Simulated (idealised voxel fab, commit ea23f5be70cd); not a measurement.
process module | voxel fin reveal
cross-section cut | 245 nm wide | cells 5 nm
A cross-section is a grid of square cells, given in bands from the top down. A band is one or more rows of cells.
Each band's line starts with the height of the band's top and of its bottom, in nm. Then come its materials from left to right, each with its width in nm. One material with "throughout" fills the band from edge to edge. "air" is empty space.
Height 0 is the level under which the wafer as received is all one material. The lowest band goes on downwards, as in "0 down".
A width such as "30 to 40" changes by the same amount from each row of cells to the next, from the band's top row to its bottom row.
"no change" after a step means that no cell of the cross-section changed.
closed voids: empty space of 8 cells or more with no open way to the top, each as width x height at its distance from the left edge, in nm
after a step's settings: what the simulator itself notes on the step
overlay nm, on a step with a mask: how far to the right of its planned place the mask lay; to the left if negative
plan
1 op RECEIVE | material Si
2 op CONFORMAL_DEP | material SiN | thk nm 10
3 op DIRECTIONAL_DEP | material aC | thk nm 15
4 op PATTERN | tone cover | mask id FINS | material resist | width nm 15 | pitch nm 45 | thk nm 30 | overlay nm 0
5 op DIRECTIONAL_ETCH | etch materials aC | depth nm 15
6 op STRIP | etch materials resist
7 op DIRECTIONAL_ETCH | etch materials SiN | depth nm 10
8 op DIRECTIONAL_ETCH | etch materials Si | depth nm 30
9 op STRIP | etch materials aC
10 op FILL_DEP | material SiO2 | thk nm 10
11 op CMP | height nm 10
12 op SELECTIVE_ETCH | etch materials SiO2 | depth nm 20
13 op STRIP | etch materials SiN
14 op CONFORMAL_DEP | material SiO2 | thk nm 5
first wafer, as planned
as received, after step 1
  0 down: Si throughout
  closed voids: none
after step 2
  10 to 0: SiN throughout
  below 0: unchanged
after step 3
  25 to 10: aC throughout
  below 10: unchanged
after step 4
  55 to 25: air 90 | resist 15 | air 30 | resist 15 | air 95
  below 25: unchanged
after step 5
  40 to 25: air 90 | resist 15 | air 30 | resist 15 | air 95
  25 to 10: air 90 | aC 15 | air 30 | aC 15 | air 95
  below 10: unchanged
after step 6
  25 to 10: air 90 | aC 15 | air 30 | aC 15 | air 95
  below 10: unchanged
after step 7
  25 to 10: air 90 | aC 15 | air 30 | aC 15 | air 95
  10 to 0: air 90 | SiN 15 | air 30 | SiN 15 | air 95
  below 0: unchanged
after step 8
  25 to 10: air 90 | aC 15 | air 30 | aC 15 | air 95
  10 to 0: air 90 | SiN 15 | air 30 | SiN 15 | air 95
  0 to -30: air 90 | Si 15 | air 30 | Si 15 | air 95
  below -30: unchanged
after step 9
  10 to 0: air 90 | SiN 15 | air 30 | SiN 15 | air 95
  below 0: unchanged
after step 10
  20 to 10: SiO2 throughout
  10 to 0: SiO2 90 | SiN 15 | SiO2 30 | SiN 15 | SiO2 95
  0 to -30: SiO2 90 | Si 15 | SiO2 30 | Si 15 | SiO2 95
  below -30: unchanged
after step 11
  10 to 0: SiO2 90 | SiN 15 | SiO2 30 | SiN 15 | SiO2 95
  below 0: unchanged
after step 12
  10 to 0: air 90 | SiN 15 | air 30 | SiN 15 | air 95
  0 to -10: air 90 | Si 15 | air 30 | Si 15 | air 95
  below -10: unchanged
after step 13
  0 to -10: air 90 | Si 15 | air 30 | Si 15 | air 95
  below -10: unchanged
after step 14
  5 to 0: air 85 | SiO2 25 | air 20 | SiO2 25 | air 90
  0 to -5: air 85 | SiO2 5 | Si 15 | SiO2 5 | air 20 | SiO2 5 | Si 15 | SiO2 5 | air 90
  -5 to -30: SiO2 90 | Si 15 | SiO2 30 | Si 15 | SiO2 95
  below -30: unchanged
second wafer: like start, like plan, one mistake. Through step 13 it matches the first wafer
when step 14 should have ended: no change
what went wrong: step 14 was left out
at the end the second wafer has, in cells: 57 fewer of SiO2
